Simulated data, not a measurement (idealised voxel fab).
This is a process module. Its name is voxel capacitor over wiring.
The cross-section shown here is cut; it is 220 nm wide and divided into square cells measuring 5 nm on a side.
Square cells in a grid make up a cross-section in this document, and the grid is given as bands, listed from the top down, each one or more rows of cells. This entry defines a band. It first specifies the height of the band's top and the height of its bottom in nm, and then specifies the band's materials from left to right, stating each material with its width in nm. The word "throughout" identifies a single material that fills the band from edge to edge, while the word "air" identifies empty space. A quick word on heights: they are counted from 0, and under that level the wafer as it came to us is one material throughout. The lowest band is different from the rest in having no bottom; it simply continues downward, written as in "0 -> down". Note: "30 to 40" means the width goes from the first number (top row of the band) to the second number (bottom row) in equal steps per row of cells. Where the words "stayed the same" appear for a step, the cross-section shows no cell changed by that step; every cell remained as before. "Closed void table" enumerates empty spaces isolated from the top, with no open way to it, that contain at least 8 cells, giving each as width x height at distance from the left edge, all three in nm. The remark found on a step's line after its settings is issued by the simulator itself and pertains to that step. A step's line can hold "overlay nm"; with a mask on that step, the setting says how far right of the planned place the mask lay, while a negative setting says it lay to the left.

### The process steps that were planned are listed below
1. RECEIVE [material Si]
2. CONFORMAL_DEP [material SiO2] [thk nm 10]
3. DIRECTIONAL_DEP [material TiN] [thk nm 5]
4. DIRECTIONAL_DEP [material Ru] [thk nm 15]
5. DIRECTIONAL_DEP [material aC] [thk nm 15]
6. PATTERN [tone cover] [mask id METAL_1] [material resist] [width nm 30] [pitch nm 90] [thk nm 35] [overlay nm 0]
7. DIRECTIONAL_ETCH [etch materials aC] [depth nm 15]
8. STRIP [etch materials resist]
9. DIRECTIONAL_ETCH [etch materials Ru] [depth nm 15]
10. DIRECTIONAL_ETCH [etch materials TiN] [depth nm 5]
11. STRIP [etch materials aC]
12. CONFORMAL_DEP [material SiN] [thk nm 5]
13. FILL_DEP [material lowk] [thk nm 5]
14. CMP [height nm 30]
15. CONFORMAL_DEP [material SiCN] [thk nm 5]
16. DIRECTIONAL_DEP [material SiO2] [thk nm 10]
17. PATTERN [tone open] [mask id PLUG_1] [material resist] [width nm 15] [thk nm 15] [overlay nm 0]
18. DIRECTIONAL_ETCH [etch materials SiO2] [depth nm 10]
19. DIRECTIONAL_ETCH [etch materials SiCN] [depth nm 5]
20. STRIP [etch materials resist]
21. CONFORMAL_DEP [material TiN] [thk nm 5]
22. FILL_DEP [material Cu] [thk nm 5]
23. CMP [height nm 45]
24. DIRECTIONAL_DEP [material TiN] [thk nm 10]
25. DIRECTIONAL_DEP [material SiN] [thk nm 5]
26. DIRECTIONAL_DEP [material TiN] [thk nm 5]
27. MASKED_ETCH [tone cover] [mask id UPPER_PLATE] [width nm 65] [etch materials TiN] [depth nm 5] [overlay nm 0]
28. MASKED_ETCH [tone cover] [mask id UPPER_PLATE] [width nm 65] [etch materials SiN] [depth nm 5] [overlay nm 0]
29. DIRECTIONAL_DEP [material aC] [thk nm 15]
30. PATTERN [tone cover] [mask id LOWER_PLATE] [material resist] [width nm 75] [thk nm 35] [overlay nm 0]
31. DIRECTIONAL_ETCH [etch materials aC] [depth nm 15]
32. STRIP [etch materials resist]
33. DIRECTIONAL_ETCH [etch materials TiN] [depth nm 10]
34. STRIP [etch materials aC]
35. FILL_DEP [material SiO2] [thk nm 15]
36. CMP [height nm 75]
37. MASKED_ETCH [tone open] [mask id PLUG_2] [width nm 15] [etch materials SiO2] [depth nm 10] [overlay nm 0]
38. CONFORMAL_DEP [material TiN] [thk nm 5]
39. FILL_DEP [material Ru] [thk nm 5]
40. CMP [height nm 75]
41. CONFORMAL_DEP [material SiCN] [thk nm 5]

### The cross-section here shows the wafer as received, i.e. in its state after step 1
0 -> down | Si throughout
Closed void table: none

### Cross-section, first of two wafers, end of module, run as planned
80 -> 75 | SiCN throughout
75 -> 70 | SiO2 75 nm, TiN 5 nm, Ru 5 nm, TiN 5 nm, SiO2 130 nm
70 -> 60 | SiO2 75 to 65 nm, TiN 15 to 65 nm, SiO2 130 to 90 nm
60 -> 55 | SiO2 65 nm, SiN 65 nm, SiO2 90 nm
55 -> 45 | SiO2 60 nm, TiN 75 nm, SiO2 85 nm
45 -> 35 | SiO2 65 nm, TiN 5 nm, Cu 5 nm, TiN 5 nm, SiO2 140 nm
35 -> 30 | SiCN 65 nm, TiN 15 nm, SiCN 140 nm
30 -> 15 | lowk 45 nm, SiN 5 nm, Ru 30 nm, SiN 5 nm, lowk 50 nm, SiN 5 nm, Ru 30 nm, SiN 5 nm, lowk 45 nm
15 -> 10 | SiN 50 nm, TiN 30 nm, SiN 60 nm, TiN 30 nm, SiN 50 nm
10 -> 0 | SiO2 throughout
0 -> down | Si throughout
Closed void table: none

### Cross-sectional image of the second wafer of the two following completion of the module. Starting state and process plan were the same as for the first wafer; one execution error occurred
80 -> 75 | SiCN throughout
75 -> 70 | SiO2 75 nm, TiN 5 nm, Ru 5 nm, TiN 5 nm, SiO2 130 nm
70 -> 60 | SiO2 75 to 65 nm, TiN 15 to 65 nm, SiO2 130 to 90 nm
60 -> 55 | SiO2 65 nm, SiN 65 nm, SiO2 90 nm
55 -> 45 | SiO2 60 nm, TiN 75 nm, SiO2 85 nm
45 -> 35 | SiO2 65 nm, TiN 5 nm, Cu 5 nm, TiN 5 nm, SiO2 140 nm
35 -> 30 | SiCN 65 nm, TiN 15 nm, SiCN 140 nm
30 -> 15 | lowk 40 nm, SiN 5 nm, Ru 30 nm, SiN 5 nm, lowk 50 nm, SiN 5 nm, Ru 30 nm, SiN 5 nm, lowk 50 nm
15 -> 10 | SiN 45 nm, TiN 30 nm, SiN 60 nm, TiN 30 nm, SiN 55 nm
10 -> 0 | SiO2 throughout
0 -> down | Si throughout
Closed void table: none
Where did the run depart from the plan? so step 6 ended up running with a different setting than we planned, it ran as PATTERN [tone cover] [mask id METAL_1] [material resist] [width nm 30] [pitch nm 90] [thk nm 35] [overlay nm -5]
Upon completion, the cell count for each material on the second wafer equals that on the first, whereas the spatial distribution of those cells differs.
